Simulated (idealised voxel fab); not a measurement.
This is a process module. Its name is voxel transistor to metal.
Cross-section cut: width 195 nm, square cells of 5 nm.
Reading order for cross-sections: top band down to bottom band. Underlying form: a grid of square cells. Band size: one or more rows of cells.
Look at the band entry: it leads with the top's height and the bottom's height in nm. Then it lists the materials left to right, with a width in nm for each. The word "all across" on a single material says that material fills the band edge to edge. The word "air" is empty space.
Height 0 is the level under which the wafer as received is all one material. The lowest band goes on downwards, as in "0..down".
A width such as "30..40" changes by the same amount from each row of cells to the next, from the band's top row to its bottom row.
"remains unaltered" (step): cross-section cells unchanged, all of them.
For the entry "Internal closed voids", the listed items are empty spaces with no open way to the top whose size is 8 cells or more; each item follows the pattern width x height at distance, where distance is from the left edge and all three are in nm.
Text after the settings on a step's line: the simulator's own remark on that step.
Steps that use a mask can have "overlay nm" on their line. It says how far the mask sat to the right of where it was meant to be. Negative means to the left.
[Intended process steps]
1 RECEIVE: material Si
2 CONFORMAL_DEP: material SiO2, thk nm 5
3 CONFORMAL_DEP: material SiN, thk nm 10
4 MASKED_ETCH: tone cover, mask id ACTIVE, width nm 115, etch materials SiN, depth nm 10, overlay nm 0
5 MASKED_ETCH: tone cover, mask id ACTIVE, width nm 115, etch materials SiO2, depth nm 5, overlay nm 0
6 MASKED_ETCH: tone cover, mask id ACTIVE, width nm 115, etch materials Si, depth nm 30, overlay nm 0
7 FILL_DEP: material SiO2, thk nm 5
8 CMP: height nm 15
9 SELECTIVE_ETCH: etch materials SiO2, depth nm 5
10 STRIP: etch materials SiN
11 SELECTIVE_ETCH: etch materials SiO2, depth nm 5
12 OXIDIZE: depth nm 5
13 DIRECTIONAL_DEP: material polySi, thk nm 20
14 DIRECTIONAL_DEP: material SiCN, thk nm 10
15 PATTERN: tone cover, mask id GATE, material resist, width nm 25, thk nm 15, overlay nm 0
16 DIRECTIONAL_ETCH: etch materials SiCN, depth nm 20
17 DIRECTIONAL_ETCH: etch materials polySi, depth nm 30
18 STRIP: etch materials resist
19 CONFORMAL_DEP: material SiO2, thk nm 5
20 DIRECTIONAL_ETCH: etch materials SiO2, depth nm 5
21 CONFORMAL_DEP: material SiN, thk nm 10
22 DIRECTIONAL_ETCH: etch materials SiN, depth nm 10
23 DIRECTIONAL_ETCH: etch materials SiO2, depth nm 5
24 DIRECTIONAL_ETCH: etch materials Si, depth nm 15
25 EPI: material SiGe, thk nm 15
26 FILL_DEP: material SiO2, thk nm 5
27 CMP: height nm 20
28 STRIP: etch materials polySi
29 SELECTIVE_ETCH: etch materials SiO2, depth nm 5
30 CONFORMAL_DEP: material HfO2, thk nm 5
31 CONFORMAL_DEP: material TiN, thk nm 5
32 FILL_DEP: material W, thk nm 10
33 CMP: height nm 15
34 DIRECTIONAL_DEP: material SiO2, thk nm 15
35 MASKED_ETCH: tone open, mask id CONTACT, width nm 15, pitch nm 80, etch materials SiO2, depth nm 20, overlay nm 0
36 CONFORMAL_DEP: material TiN, thk nm 5
37 FILL_DEP: material W, thk nm 10
38 CMP: height nm 30
39 CONFORMAL_DEP: material SiCN, thk nm 5
40 DIRECTIONAL_DEP: material SiO2, thk nm 25
41 MASKED_ETCH: tone open, mask id METAL_1, width nm 15, pitch nm 80, etch materials SiO2, depth nm 25, overlay nm 0
42 MASKED_ETCH: tone open, mask id METAL_1, width nm 15, pitch nm 80, etch materials SiCN, depth nm 5, overlay nm 0
43 CONFORMAL_DEP: material TiN, thk nm 5
44 FILL_DEP: material Cu, thk nm 5
45 CMP: height nm 60
46 CONFORMAL_DEP: material SiCN, thk nm 5
47 DIRECTIONAL_DEP: material lowk, thk nm 25
48 MASKED_ETCH: tone open, mask id METAL_2, width nm 15, pitch nm 80, etch materials lowk, depth nm 15, overlay nm 0
49 DIRECTIONAL_DEP: material aC, thk nm 10
50 PATTERN: tone open, mask id METAL_2_HOLES, material resist, width nm 15, pitch nm 80, thk nm 30, overlay nm 0
51 DIRECTIONAL_ETCH: etch materials aC, depth nm 10
52 STRIP: etch materials resist
53 DIRECTIONAL_ETCH: etch materials lowk, depth nm 10
54 DIRECTIONAL_ETCH: etch materials SiCN, depth nm 5
55 STRIP: etch materials aC
56 CONFORMAL_DEP: material TiN, thk nm 5
57 FILL_DEP: material Cu, thk nm 10
58 CMP: height nm 90
59 CONFORMAL_DEP: material SiN, thk nm 5
[Wafer at receipt (post step 1), cross-section]
0..down  Si all across
Internal closed voids: none
[Cross-section taken at module completion on the first of two wafers; processed per the plan]
95..90  SiN all across
90..65  lowk 50  TiN 5  Cu 5  TiN 5  lowk 65  TiN 5  Cu 5  TiN 5  lowk 50
65..60  SiCN 50  TiN 15  SiCN 65  TiN 15  SiCN 50
60..35  SiO2 50  TiN 5  Cu 5  TiN 5  SiO2 65  TiN 5  Cu 5  TiN 5  SiO2 50
35..30  SiCN 50  TiN 15  SiCN 65  TiN 15  SiCN 50
30..15  SiO2 50  TiN 5  W 5  TiN 5  SiO2 65  TiN 5  W 5  TiN 5  SiO2 50
15..10  SiO2 50  TiN 15  SiO2 5  SiN 10  HfO2 5  TiN 5  W 15  TiN 5  HfO2 5  SiN 10  SiO2 5  TiN 15  SiO2 50
10..5  SiO2 45  SiGe 25  SiN 10  HfO2 5  TiN 5  W 15  TiN 5  HfO2 5  SiN 10  SiGe 25  SiO2 45
5..0  SiO2 40  SiN 10  SiGe 20  SiN 10  HfO2 5  TiN 25  HfO2 5  SiN 10  SiGe 20  SiN 10  SiO2 40
0..-5  SiO2 50  SiGe 20  SiO2 10  HfO2 35  SiO2 10  SiGe 20  SiO2 50
-5..-20  SiO2 40  Si 10  SiGe 20  Si 55  SiGe 20  Si 10  SiO2 40
-20..-30  SiO2 40  Si 115  SiO2 40
-30..down  Si all across
Internal closed voids: none
[Second wafer cross-section at end of module - shared start and plan with the first, one mistake in the run]
95..90  SiN all across
90..65  lowk 50  TiN 5  Cu 5  TiN 5  lowk 65  TiN 5  Cu 5  TiN 5  lowk 50
65..60  SiCN 50  TiN 15  SiCN 65  TiN 15  SiCN 50
60..35  SiO2 50  TiN 5  Cu 5  TiN 5  SiO2 65  TiN 5  Cu 5  TiN 5  SiO2 50
35..30  SiCN 50  TiN 15  SiCN 65  TiN 15  SiCN 50
30..15  SiO2 50  TiN 5  W 5  TiN 5  SiO2 65  TiN 5  W 5  TiN 5  SiO2 50
15..10  SiO2 50  TiN 15  SiO2 5  SiN 10  HfO2 5  TiN 5  W 15  TiN 5  HfO2 5  SiN 10  SiO2 5  TiN 15  SiO2 50
10..5  SiO2 45  SiGe 25  SiN 10  HfO2 5  TiN 5  W 15  TiN 5  HfO2 5  SiN 10  SiGe 25  SiO2 45
5..0  SiO2 40  SiN 10  SiGe 20  SiN 10  HfO2 5  TiN 25  HfO2 5  SiN 10  SiGe 20  SiN 10  SiO2 40
0..-5  SiO2 50  SiGe 20  SiO2 10  HfO2 35  SiO2 10  SiGe 20  SiO2 50
-5..-10  SiO2 45  Si 5  SiGe 20  Si 55  SiGe 20  Si 5  SiO2 45
-10..-20  SiO2 40  Si 10  SiGe 20  Si 55  SiGe 20  Si 10  SiO2 40
-20..-30  SiO2 40  Si 115  SiO2 40
-30..down  Si all across
Internal closed voids: none
Error vs. plan: step 2 of the plan was excluded from execution and never run
Count the cells at the end and the second wafer has more or fewer of some materials than the first: Si: 2 fewer; SiO2: 2 more
